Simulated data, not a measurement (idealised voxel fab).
You're looking at the process module voxel gate over fins.
FYI the section here is cut, 230 nm wide, cells are 5 nm squares.
Cross-section spec: square-cell grid; bands listed top down; each band is one or more rows. First you get the band's top height and its bottom height, in nm, and then the materials it's made of, left to right, with each width in nm. If you see a single material with "full width", that one covers the band edge to edge. "air" is empty space. Basically, 0 is our baseline, since under it the wafer straight out of the box is all one material. The bottom band has no lower end and keeps on going down, so it looks like "top 0, no bottom". The width entry "30 to 40" should be interpreted row by row: the top row of cells in the band takes the first number, the bottom row takes the second number, and the change between adjacent rows is uniform throughout. "nothing altered" -> step changed no cross-section cell. Listed in "Closed internal cavities": every empty space of 8 or more cells without an open way to the top. Form: width x height at distance, the distance being from the left edge, all in nm. Past the settings on a step's line: simulator remark, on that step. A step line may carry the setting "overlay nm", which, for steps involving a mask, states the distance by which the mask lay to the right of its intended position; negative values denote displacement to the left.

The steps planned for the process are as follows:
1,op RECEIVE | material Si
2,op CONFORMAL_DEP | material SiN | thk nm 10
3,op MASKED_ETCH | tone cover | mask id FINS | width nm 15 | pitch nm 40 | etch materials SiN | depth nm 10 | overlay nm 0
4,op MASKED_ETCH | tone cover | mask id FINS | width nm 15 | pitch nm 40 | etch materials Si | depth nm 30 | overlay nm 0
5,op OXIDIZE | depth nm 5
6,op FILL_DEP | material SiO2 | thk nm 5
7,op CMP | height nm 10
8,op SELECTIVE_ETCH | etch materials SiO2 | depth nm 25
9,op STRIP | etch materials SiN
10,op CONFORMAL_DEP | material HfO2 | thk nm 5
11,op CONFORMAL_DEP | material TiN | thk nm 5
12,op FILL_DEP | material W | thk nm 10
13,op CMP | height nm 15
14,op CONFORMAL_DEP | material SiCN | thk nm 10
The value of width nm given for step 4 in the plan refers to the first wafer; the wafers vary in this setting and are alike at the start.

As-received cross-section, first of several wafers, post step 1:
    top 0, no bottom = Si full width
    Closed internal cavities: none

End-of-module cross-section, first of several wafers, after last step 14:
    top 25, bottom 15 = SiCN full width
    top 15, bottom 10 = W full width
    top 10, bottom 5 = W 80 / TiN 25 / W 15 / TiN 25 / W 85
    top 5, bottom 0 = W 80 / TiN 5 / HfO2 15 / TiN 5 / W 15 / TiN 5 / HfO2 15 / TiN 5 / W 85
    top 0, bottom -5 = W 80 / TiN 5 / HfO2 5 / Si 5 / HfO2 5 / TiN 5 / W 15 / TiN 5 / HfO2 5 / Si 5 / HfO2 5 / TiN 5 / W 85
    top -5, bottom -10 = TiN 85 / HfO2 5 / Si 5 / HfO2 5 / TiN 25 / HfO2 5 / Si 5 / HfO2 5 / TiN 90
    top -10, bottom -15 = HfO2 90 / Si 5 / HfO2 35 / Si 5 / HfO2 95
    top -15, bottom -35 = SiO2 90 / Si 5 / SiO2 35 / Si 5 / SiO2 95
    top -35, no bottom = Si full width
    Closed internal cavities: none

Cross-section, module end, final of several wafers:
    top 25, bottom 15 = SiCN full width
    top 15, bottom 10 = W full width
    top 10, bottom 5 = W 80 / TiN 25 / W 15 / TiN 25 / W 85
    top 5, bottom 0 = W 75 / TiN 10 / HfO2 15 / TiN 10 / W 5 / TiN 10 / HfO2 15 / TiN 10 / W 80
    top 0, bottom -5 = W 75 / TiN 5 / HfO2 10 / Si 5 / HfO2 10 / TiN 5 / W 5 / TiN 5 / HfO2 10 / Si 5 / HfO2 10 / TiN 5 / W 80
    top -5, bottom -10 = TiN 80 / HfO2 5 / Si 15 / HfO2 5 / TiN 15 / HfO2 5 / Si 15 / HfO2 5 / TiN 85
    top -10, bottom -15 = HfO2 85 / Si 15 / HfO2 25 / Si 15 / HfO2 90
    top -15, bottom -35 = SiO2 85 / Si 15 / SiO2 25 / Si 15 / SiO2 90
    top -35, no bottom = Si full width
    Closed internal cavities: none

Wafer rows; end of module; cells per material since receipt: (+) gained, (-) lost; then closed voids:
width nm 15, +58 HfO2, -308 Si, +92 SiCN, +176 SiO2, +58 TiN, +154 W, Closed internal cavities: none
width nm 20, +58 HfO2, -296 Si, +92 SiCN, +168 SiO2, +58 TiN, +150 W, Closed internal cavities: none
width nm 25, +58 HfO2, -284 Si, +92 SiCN, +160 SiO2, +58 TiN, +146 W, Closed internal cavities: none
